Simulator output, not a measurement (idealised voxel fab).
process module | voxel capacitor over wiring
Square cell edge 5 nm, section width 285 nm, ID cut.
Just so we're on the same page, the cross-sections are grids of square cells, and they're listed out in bands top to bottom, each band one or more rows deep.
Quick guide to a band line: top height, bottom height (nm) up front; then every material left to right with its width in nm. Only one material and it's marked "full width"? Then it fills the band edge to edge. And "blank" just means empty space.
Height datum 0, below which the as-received substrate wafer is one material. Lowest band open at the bottom, running downward: "0 nm and below".
A width such as "30->40" changes by the same amount from each row of cells to the next, from the band's top row to its bottom row.
Basically "no change occurred" means that step didn't change any cell in the cross-section.
The label "Closed cavities" introduces a list of the empty spaces, 8 cells or larger, that have no open way up to the top; each entry in it reads width x height at distance, where the distance is taken from the left edge and all three are stated in nm.
On each step's line, the part that comes after the settings is the simulator's own comment on the step.
The optional step-line setting "overlay nm" applies to steps with a mask and quantifies how far to the right of its planned location the mask lay, a negative value indicating leftward placement.

### Intended process steps
1. RECEIVE with material Si
2. CONFORMAL_DEP with material SiO2, thk nm 5
3. CONFORMAL_DEP with material SiCN, thk nm 5
4. DIRECTIONAL_DEP with material SiO2, thk nm 20
5. DIRECTIONAL_DEP with material aC, thk nm 10
6. PATTERN with tone open, mask id METAL_1, material resist, width nm 20, pitch nm 75, thk nm 30, overlay nm 0
7. DIRECTIONAL_ETCH with etch materials aC, depth nm 10
8. STRIP with etch materials resist
9. DIRECTIONAL_ETCH with etch materials SiO2, depth nm 20
10. DIRECTIONAL_ETCH with etch materials SiCN, depth nm 5
11. STRIP with etch materials aC
12. CONFORMAL_DEP with material TiN, thk nm 5
13. FILL_DEP with material Cu, thk nm 10
14. CMP with height nm 40
15. EPI with material Ru, thk nm 5
16. FILL_DEP with material SiCN, thk nm 5
17. DIRECTIONAL_DEP with material lowk, thk nm 10
18. PATTERN with tone open, mask id PLUG_1, material resist, width nm 15, thk nm 15, overlay nm 0
19. DIRECTIONAL_ETCH with etch materials lowk, depth nm 10
20. DIRECTIONAL_ETCH with etch materials SiCN, depth nm 5
21. STRIP with etch materials resist
22. CONFORMAL_DEP with material TiN, thk nm 5
23. FILL_DEP with material W, thk nm 5
24. CMP with height nm 60
25. DIRECTIONAL_DEP with material TiN, thk nm 5
26. DIRECTIONAL_DEP with material HfO2, thk nm 5
27. DIRECTIONAL_DEP with material TiN, thk nm 5
28. PATTERN with tone cover, mask id UPPER_PLATE, material resist, width nm 60, thk nm 15, overlay nm 0
29. DIRECTIONAL_ETCH with etch materials TiN, depth nm 5
30. DIRECTIONAL_ETCH with etch materials HfO2, depth nm 5
31. STRIP with etch materials resist
32. MASKED_ETCH with tone cover, mask id LOWER_PLATE, width nm 70, etch materials TiN, depth nm 5, overlay nm 0
33. FILL_DEP with material SiO2, thk nm 20
34. CMP with height nm 90
35. DIRECTIONAL_DEP with material aC, thk nm 10
36. PATTERN with tone open, mask id PLUG_2, material resist, width nm 15, thk nm 30, overlay nm 0
37. DIRECTIONAL_ETCH with etch materials aC, depth nm 10
38. STRIP with etch materials resist
39. DIRECTIONAL_ETCH with etch materials SiO2, depth nm 15
40. STRIP with etch materials aC
41. CONFORMAL_DEP with material TiN, thk nm 5
42. FILL_DEP with material W, thk nm 5
43. CMP with height nm 90
44. CONFORMAL_DEP with material SiN, thk nm 5
Same starting wafers, different thk nm at step 2. Plan value belongs to the first wafer.

### Cross-sectional view of the first of several wafers in the as-received condition, corresponding to the state following step 1
0 nm and below: Si full width
Closed cavities: none

### What follows is a table in which each wafer occupies a row; for the wafer as it stands at the close of the module, the row states, material by material, how many cells have been gained (+) or lost (-) since receipt, and then gives its closed voids
thk nm 5, +77 Cu, +12 HfO2, +57 Ru, +103 SiCN, +57 SiN, +548 SiO2, +117 TiN, +4 W, +108 lowk, Closed cavities: none
thk nm 10, +20 Cu, +12 HfO2, +57 Ru, +103 SiCN, +57 SiN, +605 SiO2, +117 TiN, +4 W, +108 lowk, Closed cavities: none
thk nm 15, +16 Cu, +12 HfO2, +12 Ru, +148 SiCN, +57 SiN, +662 SiO2, +64 TiN, +4 W, +108 lowk, Closed cavities: none
thk nm 20, +12 Cu, +12 HfO2, +12 Ru, +148 SiCN, +57 SiN, +670 SiO2, +60 TiN, +4 W, +108 lowk, Closed cavities: none
thk nm 25, +8 Cu, +12 HfO2, +12 Ru, +148 SiCN, +57 SiN, +678 SiO2, +56 TiN, +4 W, +108 lowk, Closed cavities: none
thk nm 30, +4 Cu, +12 HfO2, +12 Ru, +148 SiCN, +57 SiN, +686 SiO2, +52 TiN, +4 W, +108 lowk, Closed cavities: none
